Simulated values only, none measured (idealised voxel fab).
Module name: voxel capacitor over wiring (process module)
Shown is cross-section cut, with a width of 245 nm and square cells of size 5 nm.
Cross-section format: a grid of square cells, given as bands from top to bottom; each band is one or more rows of cells. It is stipulated that each band's entry specify, in nanometres, the height of the top of the band and then that of its bottom, followed by the materials of the band in left-to-right sequence, each together with its width in nanometres. A single material marked by the word "throughout" is understood to fill the band from edge to edge; the word "air" is understood to denote empty space. Ref level 0: as-received wafer is one material below here. Bottom band extends down with no lower bound ("z 0 and below"). Graded width ("30->40"): value in top row of band = first number; value in bottom row = second number; row-to-row change constant. "remained the same" for a step: no cell of the cross-section changed in that step. So "Voids lacking openings" is basically the list of trapped voids: any empty space of 8 cells or more that can't reach the top through an opening. They're written width x height at distance, the distance being from the left edge, and it's all nm. Where a step's line continues beyond its settings, the continuation is a remark by the simulator itself on that step. Regarding "overlay nm": on a step with a mask, it is the distance the mask lay to the right of its planned place; a negative value places it to the left.

[So here's the lineup of process steps we planned]
1: RECEIVE | material Si
2: CONFORMAL_DEP | material SiO2 | thk nm 10
3: DIRECTIONAL_DEP | material TiN | thk nm 5
4: DIRECTIONAL_DEP | material Ru | thk nm 15
5: PATTERN | tone cover | mask id METAL_1 | material resist | width nm 20 | pitch nm 85 | thk nm 20 | overlay nm 0
6: DIRECTIONAL_ETCH | etch materials Ru | depth nm 15
7: DIRECTIONAL_ETCH | etch materials TiN | depth nm 5
8: STRIP | etch materials resist
9: CONFORMAL_DEP | material SiN | thk nm 5
10: FILL_DEP | material SiO2 | thk nm 10
11: CMP | height nm 30
12: CONFORMAL_DEP | material SiCN | thk nm 5
13: DIRECTIONAL_DEP | material SiO2 | thk nm 15
14: DIRECTIONAL_DEP | material aC | thk nm 10
15: PATTERN | tone open | mask id PLUG_1 | material resist | width nm 15 | thk nm 25 | overlay nm 0
16: DIRECTIONAL_ETCH | etch materials aC | depth nm 10
17: STRIP | etch materials resist
18: DIRECTIONAL_ETCH | etch materials SiO2 | depth nm 15
19: DIRECTIONAL_ETCH | etch materials SiCN | depth nm 5
20: STRIP | etch materials aC
21: EPI | material Ru | thk nm 10
22: EPI | material Ru | thk nm 10
23: DIRECTIONAL_DEP | material TiN | thk nm 10
24: DIRECTIONAL_DEP | material SiN | thk nm 5
25: DIRECTIONAL_DEP | material TiN | thk nm 10
26: PATTERN | tone cover | mask id UPPER_PLATE | material resist | width nm 70 | thk nm 15 | overlay nm 0
27: DIRECTIONAL_ETCH | etch materials TiN | depth nm 10
28: DIRECTIONAL_ETCH | etch materials SiN | depth nm 5
29: STRIP | etch materials resist
30: PATTERN | tone cover | mask id LOWER_PLATE | material resist | width nm 80 | thk nm 15 | overlay nm 0
31: DIRECTIONAL_ETCH | etch materials TiN | depth nm 10
32: STRIP | etch materials resist
33: FILL_DEP | material SiO2 | thk nm 20
34: CMP | height nm 90
35: PATTERN | tone open | mask id PLUG_2 | material resist | width nm 15 | thk nm 15 | overlay nm 0
36: DIRECTIONAL_ETCH | etch materials SiO2 | depth nm 15
37: STRIP | etch materials resist
38: CONFORMAL_DEP | material TiN | thk nm 5
39: FILL_DEP | material W | thk nm 10
40: CMP | height nm 90
41: CONFORMAL_DEP | material SiN | thk nm 5

[So, the first of our two wafers, run just as we planned it]

[Incoming wafer in cross-section (state: after step 1)]
    z 0 and below | Si throughout
    Voids lacking openings: none

[The following cross-section depicts the wafer upon completion of step 2]
    z 10 to 0 | SiO2 throughout
    Below 0, the layers are the same as they were.

[The following cross-section depicts the wafer upon completion of step 3]
    z 15 to 10 | TiN throughout
    Below 10, the layers are the same as they were.

[The following cross-section depicts the wafer upon completion of step 4]
    z 30 to 15 | Ru throughout
    Below 15, the layers are the same as they were.

[The following cross-section depicts the wafer upon completion of step 5]
    z 50 to 30 | air=70, then resist=20, then air=65, then resist=20, then air=70
    Below 30, the layers are the same as they were.

[The following cross-section depicts the wafer upon completion of step 6]
    z 50 to 30 | air=70, then resist=20, then air=65, then resist=20, then air=70
    z 30 to 15 | air=70, then Ru=20, then air=65, then Ru=20, then air=70
    Below 15, the layers are the same as they were.

[The following cross-section depicts the wafer upon completion of step 7]
    z 50 to 30 | air=70, then resist=20, then air=65, then resist=20, then air=70
    z 30 to 15 | air=70, then Ru=20, then air=65, then Ru=20, then air=70
    z 15 to 10 | air=70, then TiN=20, then air=65, then TiN=20, then air=70
    Below 10, the layers are the same as they were.

[The following cross-section depicts the wafer upon completion of step 8]
    z 30 to 15 | air=70, then Ru=20, then air=65, then Ru=20, then air=70
    Below 15, the layers are the same as they were.

[The following cross-section depicts the wafer upon completion of step 9]
    z 35 to 30 | air=65, then SiN=30, then air=55, then SiN=30, then air=65
    z 30 to 15 | air=65, then SiN=5, then Ru=20, then SiN=5, then air=55, then SiN=5, then Ru=20, then SiN=5, then air=65
    z 15 to 10 | SiN=70, then TiN=20, then SiN=65, then TiN=20, then SiN=70
    Below 10, the layers are the same as they were.

[The following cross-section depicts the wafer upon completion of step 10]
    z 45 to 35 | SiO2 throughout
    z 35 to 30 | SiO2=65, then SiN=30, then SiO2=55, then SiN=30, then SiO2=65
    z 30 to 15 | SiO2=65, then SiN=5, then Ru=20, then SiN=5, then SiO2=55, then SiN=5, then Ru=20, then SiN=5, then SiO2=65
    Below 15, the layers are the same as they were.

[The following cross-section depicts the wafer upon completion of step 11]
    z 30 to 15 | SiO2=65, then SiN=5, then Ru=20, then SiN=5, then SiO2=55, then SiN=5, then Ru=20, then SiN=5, then SiO2=65
    Below 15, the layers are the same as they were.

[The following cross-section depicts the wafer upon completion of step 12]
    z 35 to 30 | SiCN throughout
    Below 30, the layers are the same as they were.

[The following cross-section depicts the wafer upon completion of step 13]
    z 50 to 35 | SiO2 throughout
    Below 35, the layers are the same as they were.

[The following cross-section depicts the wafer upon completion of step 14]
    z 60 to 50 | aC throughout
    Below 50, the layers are the same as they were.

[The following cross-section depicts the wafer upon completion of step 15]
    z 85 to 60 | resist=75, then air=15, then resist=155
    Below 60, the layers are the same as they were.

[The following cross-section depicts the wafer upon completion of step 16]
    z 75 to 60 | resist=75, then air=15, then resist=155
    z 60 to 50 | aC=75, then air=15, then aC=155
    Below 50, the layers are the same as they were.

[The following cross-section depicts the wafer upon completion of step 17]
    z 60 to 50 | aC=75, then air=15, then aC=155
    Below 50, the layers are the same as they were.

[The following cross-section depicts the wafer upon completion of step 18]
    z 60 to 50 | aC=75, then air=15, then aC=155
    z 50 to 35 | SiO2=75, then air=15, then SiO2=155
    Below 35, the layers are the same as they were.

[The following cross-section depicts the wafer upon completion of step 19]
    z 60 to 50 | aC=75, then air=15, then aC=155
    z 50 to 35 | SiO2=75, then air=15, then SiO2=155
    z 35 to 30 | SiCN=75, then air=15, then SiCN=155
    Below 30, the layers are the same as they were.

[The following cross-section depicts the wafer upon completion of step 20]
    z 50 to 35 | SiO2=75, then air=15, then SiO2=155
    Below 35, the layers are the same as they were.

[The following cross-section depicts the wafer upon completion of step 21]
    z 50 to 40 | SiO2=75, then air=15, then SiO2=155
    z 40 to 35 | SiO2=75, then Ru=15, then SiO2=155
    z 35 to 30 | SiCN=75, then Ru=15, then SiCN=155
    Below 30, the layers are the same as they were.

[The following cross-section depicts the wafer upon completion of step 22]
    z 50 to 35 | SiO2=75, then Ru=15, then SiO2=155
    Below 35, the layers are the same as they were.

[The following cross-section depicts the wafer upon completion of step 23]
    z 60 to 50 | TiN throughout
    Below 50, the layers are the same as they were.

[The following cross-section depicts the wafer upon completion of step 24]
    z 65 to 60 | SiN throughout
    Below 60, the layers are the same as they were.

[The following cross-section depicts the wafer upon completion of step 25]
    z 75 to 65 | TiN throughout
    Below 65, the layers are the same as they were.

[The following cross-section depicts the wafer upon completion of step 26]
    z 90 to 75 | air=75, then resist=70, then air=100
    Below 75, the layers are the same as they were.

[The following cross-section depicts the wafer upon completion of step 27]
    z 90 to 75 | air=75, then resist=70, then air=100
    z 75 to 65 | air=75, then TiN=70, then air=100
    Below 65, the layers are the same as they were.

[The following cross-section depicts the wafer upon completion of step 28]
    z 90 to 75 | air=75, then resist=70, then air=100
    z 75 to 65 | air=75, then TiN=70, then air=100
    z 65 to 60 | air=75, then SiN=70, then air=100
    Below 60, the layers are the same as they were.

[The following cross-section depicts the wafer upon completion of step 29]
    z 75 to 65 | air=75, then TiN=70, then air=100
    Below 65, the layers are the same as they were.

[The following cross-section depicts the wafer upon completion of step 30]
    z 90 to 75 | air=70, then resist=80, then air=95
    z 75 to 65 | air=70, then resist=5, then TiN=70, then resist=5, then air=95
    z 65 to 60 | air=70, then resist=5, then SiN=70, then resist=5, then air=95
    Below 60, the layers are the same as they were.

[The following cross-section depicts the wafer upon completion of step 31]
    z 90 to 75 | air=70, then resist=80, then air=95
    z 75 to 65 | air=70, then resist=5, then TiN=70, then resist=5, then air=95
    z 65 to 60 | air=70, then resist=5, then SiN=70, then resist=5, then air=95
    z 60 to 50 | air=70, then TiN=80, then air=95
    Below 50, the layers are the same as they were.

[The following cross-section depicts the wafer upon completion of step 32]
    z 75 to 65 | air=75, then TiN=70, then air=100
    z 65 to 60 | air=75, then SiN=70, then air=100
    Below 60, the layers are the same as they were.

[The following cross-section depicts the wafer upon completion of step 33]
    z 95 to 75 | SiO2 throughout
    z 75 to 65 | SiO2=75, then TiN=70, then SiO2=100
    z 65 to 60 | SiO2=75, then SiN=70, then SiO2=100
    z 60 to 50 | SiO2=70, then TiN=80, then SiO2=95
    Below 50, the layers are the same as they were.

[The following cross-section depicts the wafer upon completion of step 34]
    z 90 to 75 | SiO2 throughout
    Below 75, the layers are the same as they were.

[The following cross-section depicts the wafer upon completion of step 35]
    z 105 to 90 | resist=85, then air=15, then resist=145
    Below 90, the layers are the same as they were.

[The following cross-section depicts the wafer upon completion of step 36]
    z 105 to 90 | resist=85, then air=15, then resist=145
    z 90 to 75 | SiO2=85, then air=15, then SiO2=145
    Below 75, the layers are the same as they were.

[The following cross-section depicts the wafer upon completion of step 37]
    z 90 to 75 | SiO2=85, then air=15, then SiO2=145
    Below 75, the layers are the same as they were.

[The following cross-section depicts the wafer upon completion of step 38]
    z 95 to 90 | TiN=90, then air=5, then TiN=150
    z 90 to 80 | SiO2=85, then TiN=5, then air=5, then TiN=5, then SiO2=145
    z 80 to 75 | SiO2=85, then TiN=15, then SiO2=145
    Below 75, the layers are the same as they were.

[The following cross-section depicts the wafer upon completion of step 39]
    z 105 to 95 | W throughout
    z 95 to 90 | TiN=90, then W=5, then TiN=150
    z 90 to 80 | SiO2=85, then TiN=5, then W=5, then TiN=5, then SiO2=145
    Below 80, the layers are the same as they were.

[The following cross-section depicts the wafer upon completion of step 40]
    z 90 to 80 | SiO2=85, then TiN=5, then W=5, then TiN=5, then SiO2=145
    Below 80, the layers are the same as they were.

[The following cross-section depicts the wafer upon completion of step 41]
    z 95 to 90 | SiN throughout
    Below 90, the layers are the same as they were.

[Wafer two: like wafer one in start and plan, but with one mistake in execution; identical up to and including step 33]

[when step 34 should have ended]
    z 80 to 75 | SiO2 throughout
    Below 75, the layers are the same as they were.

[when step 35 should have ended]
    z 95 to 80 | resist=85, then air=15, then resist=145
    Below 80, the layers are the same as they were.

[when step 36 should have ended]
    z 95 to 80 | resist=85, then air=15, then resist=145
    z 80 to 75 | SiO2=85, then air=15, then SiO2=145
    Below 75, the layers are the same as they were.

[when step 37 should have ended]
    z 80 to 75 | SiO2=85, then air=15, then SiO2=145
    Below 75, the layers are the same as they were.

[when step 38 should have ended]
    z 85 to 80 | TiN=90, then air=5, then TiN=150
    z 80 to 75 | SiO2=85, then TiN=15, then SiO2=145
    Below 75, the layers are the same as they were.

[when step 39 should have ended]
    z 95 to 85 | W throughout
    z 85 to 80 | TiN=90, then W=5, then TiN=150
    Below 80, the layers are the same as they were.

[when step 40 should have ended]
    z 90 to 85 | W throughout
    Below 85, the layers are the same as they were.

[when step 41 should have ended]
    z 95 to 90 | SiN throughout
    Below 90, the layers are the same as they were.
What was done differently from what was planned? for step 34, the planned setting was not used; the step was instead run as CMP | height nm 80
Final tally in cells, some materials are higher or lower on the second wafer than on the first: SiO2: 92 fewer; TiN: 44 more; W: 48 more
